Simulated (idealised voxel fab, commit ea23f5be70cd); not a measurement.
The process module presented herein is designated voxel released beams.
Xsec cut, 200 nm wide, square cell size 5 nm.
Throughout this document, each cross-section is represented as a grid of square cells and is presented as a sequence of bands enumerated from the top downward, where a band comprises one or more rows of cells. Quick guide to a band line: top height, bottom height (nm) up front; then every material left to right with its width in nm. Only one material and it's marked "full width"? Then it fills the band edge to edge. And "empty" just means empty space. Measure heights from 0. That's the level where, below it, the as-received wafer is all one material. The lowest band is bottomless and extends downward; write it as in "z 0 and below". A width such as "30->40" changes by the same amount from each row of cells to the next, from the band's top row to its bottom row. "identical to before" means the step left every cell of the cross-section as it was. Enclosed voids (no open way to top), threshold 8 cells or more, entry "Fully sealed voids", notation width x height at distance, distance from left edge, nm. Read whatever lies past the settings on a step's line as the simulator's own remark about the step. "overlay nm" on a masked step: distance the mask lay right of its planned place, negative for left.
THESE ARE THE STEPS WE PLANNED FOR THE PROCESS
step 1: RECEIVE | material Si
step 2: CONFORMAL_DEP | material Al2O3 | thk nm 10
step 3: DIRECTIONAL_DEP | material SiO2 | thk nm 20
step 4: MASKED_ETCH | tone open | mask id ANCHOR | width nm 25 | etch materials SiO2 | depth nm 20 | overlay nm 0
step 5: CONFORMAL_DEP | material polySi | thk nm 10
step 6: MASKED_ETCH | tone cover | mask id BEAM | width nm 75 | etch materials polySi | depth nm 10 | overlay nm 0
step 7: STRIP | etch materials SiO2
CROSS-SECTION: WAFER ON ARRIVAL = AFTER STEP 1
> z 0 and below: Si full width
> Fully sealed voids: none
FIRST OF TWO WAFERS: CROSS-SECTION AT END OF MODULE, RUN PER PLAN
> z 40 to 30: empty 60, then polySi 15, then empty 5, then polySi 55, then empty 65
> z 30 to 20: empty 65, then polySi 10, then empty 5, then polySi 10, then empty 110
> z 20 to 10: empty 65, then polySi 25, then empty 110
> z 10 to 0: Al2O3 full width
> z 0 and below: Si full width
> Fully sealed voids: none
CROSS-SECTION AT END OF MODULE FOR THE SECOND WAFER OF TWO, WHICH MATCHED THE FIRST IN STARTING POINT AND PLAN AND DIFFERED BY ONE MISTAKE IN ITS PROCESSING
> z 40 to 30: empty 60, then polySi 75, then empty 65
> z 30 to 0: Al2O3 full width
> z 0 and below: Si full width
> Fully sealed voids: none
Run error: step 3 deviated from plan and actually ran as DIRECTIONAL_DEP | material Al2O3 | thk nm 20
Materials where the second wafer ends with more or fewer cells than the first: +160 Al2O3; -16 polySi
